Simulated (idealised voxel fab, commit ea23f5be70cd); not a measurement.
process module | voxel self aligned contacts
cross-section cut | 235 nm wide | cells 5 nm
A cross-section is a grid of square cells, given in bands from the top down. A band is one or more rows of cells.
Each band's line starts with the height of the band's top and of its bottom, in nm. Then come its materials from left to right, each with its width in nm. One material with "throughout" fills the band from edge to edge. "air" is empty space.
Height 0 is the level under which the wafer as received is all one material. The lowest band goes on downwards, as in "0 down".
A width such as "30 to 40" changes by the same amount from each row of cells to the next, from the band's top row to its bottom row.
"no change" after a step means that no cell of the cross-section changed.
closed voids: empty space of 8 cells or more with no open way to the top, each as width x height at its distance from the left edge, in nm
after a step's settings: what the simulator itself notes on the step
overlay nm, on a step with a mask: how far to the right of its planned place the mask lay; to the left if negative
plan
1 op RECEIVE | material Si
2 op CONFORMAL_DEP | material SiO2 | thk nm 5
3 op DIRECTIONAL_DEP | material polySi | thk nm 30
4 op DIRECTIONAL_DEP | material SiN | thk nm 15
5 op PATTERN | tone cover | mask id GATE | material resist | width nm 25 | pitch nm 50 | thk nm 20 | overlay nm 0
6 op DIRECTIONAL_ETCH | etch materials SiN | depth nm 15
7 op DIRECTIONAL_ETCH | etch materials polySi | depth nm 30
8 op STRIP | etch materials resist
9 op CONFORMAL_DEP | material SiN | thk nm 5
10 op DIRECTIONAL_ETCH | etch materials SiN | depth nm 5
11 op FILL_DEP | material SiO2 | thk nm 15
12 op CMP | height nm 60
13 op PATTERN | tone open | mask id CONTACT | material resist | width nm 35 | pitch nm 50 | thk nm 15 | overlay nm 0
14 op DIRECTIONAL_ETCH | etch materials SiO2 | depth nm 60
15 op STRIP | etch materials resist
16 op CONFORMAL_DEP | material TiN | thk nm 5
17 op FILL_DEP | material Ru | thk nm 10
18 op CMP | height nm 60
19 op CONFORMAL_DEP | material SiCN | thk nm 5
first wafer, as planned
as received, after step 1
  0 down: Si throughout
  closed voids: none
after step 2
  5 to 0: SiO2 throughout
  below 0: unchanged
after step 3
  35 to 5: polySi throughout
  below 5: unchanged
after step 4
  50 to 35: SiN throughout
  below 35: unchanged
after step 5
  70 to 50: air 55 | resist 25 | air 25 | resist 25 | air 25 | resist 25 | air 55
  below 50: unchanged
after step 6
  70 to 50: air 55 | resist 25 | air 25 | resist 25 | air 25 | resist 25 | air 55
  50 to 35: air 55 | SiN 25 | air 25 | SiN 25 | air 25 | SiN 25 | air 55
  below 35: unchanged
after step 7
  70 to 50: air 55 | resist 25 | air 25 | resist 25 | air 25 | resist 25 | air 55
  50 to 35: air 55 | SiN 25 | air 25 | SiN 25 | air 25 | SiN 25 | air 55
  35 to 5: air 55 | polySi 25 | air 25 | polySi 25 | air 25 | polySi 25 | air 55
  below 5: unchanged
after step 8
  50 to 35: air 55 | SiN 25 | air 25 | SiN 25 | air 25 | SiN 25 | air 55
  below 35: unchanged
after step 9
  55 to 35: air 50 | SiN 35 | air 15 | SiN 35 | air 15 | SiN 35 | air 50
  35 to 10: air 50 | SiN 5 | polySi 25 | SiN 5 | air 15 | SiN 5 | polySi 25 | SiN 5 | air 15 | SiN 5 | polySi 25 | SiN 5 | air 50
  10 to 5: SiN 55 | polySi 25 | SiN 25 | polySi 25 | SiN 25 | polySi 25 | SiN 55
  below 5: unchanged
after step 10
  50 to 35: air 50 | SiN 35 | air 15 | SiN 35 | air 15 | SiN 35 | air 50
  35 to 5: air 50 | SiN 5 | polySi 25 | SiN 5 | air 15 | SiN 5 | polySi 25 | SiN 5 | air 15 | SiN 5 | polySi 25 | SiN 5 | air 50
  below 5: unchanged
after step 11
  65 to 50: SiO2 throughout
  50 to 35: SiO2 50 | SiN 35 | SiO2 15 | SiN 35 | SiO2 15 | SiN 35 | SiO2 50
  35 to 5: SiO2 50 | SiN 5 | polySi 25 | SiN 5 | SiO2 15 | SiN 5 | polySi 25 | SiN 5 | SiO2 15 | SiN 5 | polySi 25 | SiN 5 | SiO2 50
  below 5: unchanged
after step 12
  60 to 50: SiO2 throughout
  below 50: unchanged
after step 13
  75 to 60: resist 75 | air 35 | resist 15 | air 35 | resist 75
  below 60: unchanged
after step 14
  75 to 60: resist 75 | air 35 | resist 15 | air 35 | resist 75
  60 to 50: SiO2 75 | air 35 | SiO2 15 | air 35 | SiO2 75
  50 to 35: SiO2 50 | SiN 35 | air 15 | SiN 35 | air 15 | SiN 35 | SiO2 50
  35 to 5: SiO2 50 | SiN 5 | polySi 25 | SiN 5 | air 15 | SiN 5 | polySi 25 | SiN 5 | air 15 | SiN 5 | polySi 25 | SiN 5 | SiO2 50
  5 to 0: SiO2 85 | air 15 | SiO2 35 | air 15 | SiO2 85
  below 0: unchanged
after step 15
  60 to 50: SiO2 75 | air 35 | SiO2 15 | air 35 | SiO2 75
  below 50: unchanged
after step 16
  65 to 60: TiN 80 | air 25 | TiN 25 | air 25 | TiN 80
  60 to 50: SiO2 75 | TiN 5 to 15 | air 25 to 5 | TiN 5 to 15 | SiO2 15 | TiN 5 to 15 | air 25 to 5 | TiN 5 to 15 | SiO2 75
  50 to 35: SiO2 50 | SiN 35 | TiN 5 | air 5 | TiN 5 | SiN 35 | TiN 5 | air 5 | TiN 5 | SiN 35 | SiO2 50
  35 to 5: SiO2 50 | SiN 5 | polySi 25 | SiN 5 | TiN 5 | air 5 | TiN 5 | SiN 5 | polySi 25 | SiN 5 | TiN 5 | air 5 | TiN 5 | SiN 5 | polySi 25 | SiN 5 | SiO2 50
  5 to 0: SiO2 85 | TiN 15 | SiO2 35 | TiN 15 | SiO2 85
  below 0: unchanged
after step 17
  75 to 65: Ru throughout
  65 to 60: TiN 80 | Ru 25 | TiN 25 | Ru 25 | TiN 80
  60 to 50: SiO2 75 | TiN 5 to 15 | Ru 25 to 5 | TiN 5 to 15 | SiO2 15 | TiN 5 to 15 | Ru 25 to 5 | TiN 5 to 15 | SiO2 75
  50 to 35: SiO2 50 | SiN 35 | TiN 5 | Ru 5 | TiN 5 | SiN 35 | TiN 5 | Ru 5 | TiN 5 | SiN 35 | SiO2 50
  35 to 5: SiO2 50 | SiN 5 | polySi 25 | SiN 5 | TiN 5 | Ru 5 | TiN 5 | SiN 5 | polySi 25 | SiN 5 | TiN 5 | Ru 5 | TiN 5 | SiN 5 | polySi 25 | SiN 5 | SiO2 50
  below 5: unchanged
after step 18
  60 to 50: SiO2 75 | TiN 5 to 15 | Ru 25 to 5 | TiN 5 to 15 | SiO2 15 | TiN 5 to 15 | Ru 25 to 5 | TiN 5 to 15 | SiO2 75
  below 50: unchanged
after step 19
  65 to 60: SiCN throughout
  below 60: unchanged
second wafer: like start, like plan, one mistake. Through step 2 it matches the first wafer
when step 3 should have ended
  65 to 5: polySi throughout
  below 5: unchanged
when step 4 should have ended
  80 to 65: SiN throughout
  below 65: unchanged
when step 5 should have ended
  100 to 80: air 55 | resist 25 | air 25 | resist 25 | air 25 | resist 25 | air 55
  below 80: unchanged
when step 6 should have ended
  100 to 80: air 55 | resist 25 | air 25 | resist 25 | air 25 | resist 25 | air 55
  80 to 65: air 55 | SiN 25 | air 25 | SiN 25 | air 25 | SiN 25 | air 55
  below 65: unchanged
when step 7 should have ended
  100 to 80: air 55 | resist 25 | air 25 | resist 25 | air 25 | resist 25 | air 55
  80 to 65: air 55 | SiN 25 | air 25 | SiN 25 | air 25 | SiN 25 | air 55
  65 to 35: air 55 | polySi 25 | air 25 | polySi 25 | air 25 | polySi 25 | air 55
  below 35: unchanged
when step 8 should have ended
  80 to 65: air 55 | SiN 25 | air 25 | SiN 25 | air 25 | SiN 25 | air 55
  below 65: unchanged
when step 9 should have ended
  85 to 65: air 50 | SiN 35 | air 15 | SiN 35 | air 15 | SiN 35 | air 50
  65 to 40: air 50 | SiN 5 | polySi 25 | SiN 5 | air 15 | SiN 5 | polySi 25 | SiN 5 | air 15 | SiN 5 | polySi 25 | SiN 5 | air 50
  40 to 35: SiN 55 | polySi 25 | SiN 25 | polySi 25 | SiN 25 | polySi 25 | SiN 55
  below 35: unchanged
when step 10 should have ended
  80 to 65: air 50 | SiN 35 | air 15 | SiN 35 | air 15 | SiN 35 | air 50
  65 to 35: air 50 | SiN 5 | polySi 25 | SiN 5 | air 15 | SiN 5 | polySi 25 | SiN 5 | air 15 | SiN 5 | polySi 25 | SiN 5 | air 50
  below 35: unchanged
when step 11 should have ended
  95 to 80: SiO2 throughout
  80 to 65: SiO2 50 | SiN 35 | SiO2 15 | SiN 35 | SiO2 15 | SiN 35 | SiO2 50
  65 to 35: SiO2 50 | SiN 5 | polySi 25 | SiN 5 | SiO2 15 | SiN 5 | polySi 25 | SiN 5 | SiO2 15 | SiN 5 | polySi 25 | SiN 5 | SiO2 50
  below 35: unchanged
when step 12 should have ended
  60 to 35: SiO2 50 | SiN 5 | polySi 25 | SiN 5 | SiO2 15 | SiN 5 | polySi 25 | SiN 5 | SiO2 15 | SiN 5 | polySi 25 | SiN 5 | SiO2 50
  below 35: unchanged
when step 13 should have ended
  75 to 60: resist 75 | air 35 | resist 15 | air 35 | resist 75
  below 60: unchanged
when step 14 should have ended
  75 to 60: resist 75 | air 35 | resist 15 | air 35 | resist 75
  60 to 35: SiO2 50 | SiN 5 | polySi 25 | SiN 5 | air 15 | SiN 5 | polySi 25 | SiN 5 | air 15 | SiN 5 | polySi 25 | SiN 5 | SiO2 50
  below 35: unchanged
when step 15 should have ended
  60 to 35: SiO2 50 | SiN 5 | polySi 25 | SiN 5 | air 15 | SiN 5 | polySi 25 | SiN 5 | air 15 | SiN 5 | polySi 25 | SiN 5 | SiO2 50
  below 35: unchanged
when step 16 should have ended
  65 to 60: TiN 90 | air 5 | TiN 45 | air 5 | TiN 90
  60 to 40: SiO2 50 | SiN 5 | polySi 25 | SiN 5 | TiN 5 | air 5 | TiN 5 | SiN 5 | polySi 25 | SiN 5 | TiN 5 | air 5 | TiN 5 | SiN 5 | polySi 25 | SiN 5 | SiO2 50
  40 to 35: SiO2 50 | SiN 5 | polySi 25 | SiN 5 | TiN 15 | SiN 5 | polySi 25 | SiN 5 | TiN 15 | SiN 5 | polySi 25 | SiN 5 | SiO2 50
  below 35: unchanged
when step 17 should have ended
  75 to 65: Ru throughout
  65 to 60: TiN 90 | Ru 5 | TiN 45 | Ru 5 | TiN 90
  60 to 40: SiO2 50 | SiN 5 | polySi 25 | SiN 5 | TiN 5 | Ru 5 | TiN 5 | SiN 5 | polySi 25 | SiN 5 | TiN 5 | Ru 5 | TiN 5 | SiN 5 | polySi 25 | SiN 5 | SiO2 50
  below 40: unchanged
when step 18 should have ended
  60 to 40: SiO2 50 | SiN 5 | polySi 25 | SiN 5 | TiN 5 | Ru 5 | TiN 5 | SiN 5 | polySi 25 | SiN 5 | TiN 5 | Ru 5 | TiN 5 | SiN 5 | polySi 25 | SiN 5 | SiO2 50
  below 40: unchanged
when step 19 should have ended
  65 to 60: SiCN throughout
  below 60: unchanged
what went wrong: step 3 was run twice
at the end the second wafer has, in cells: 22 fewer of Ru | 69 fewer of SiN | 140 fewer of SiO2 | 36 fewer of TiN | 267 more of polySi
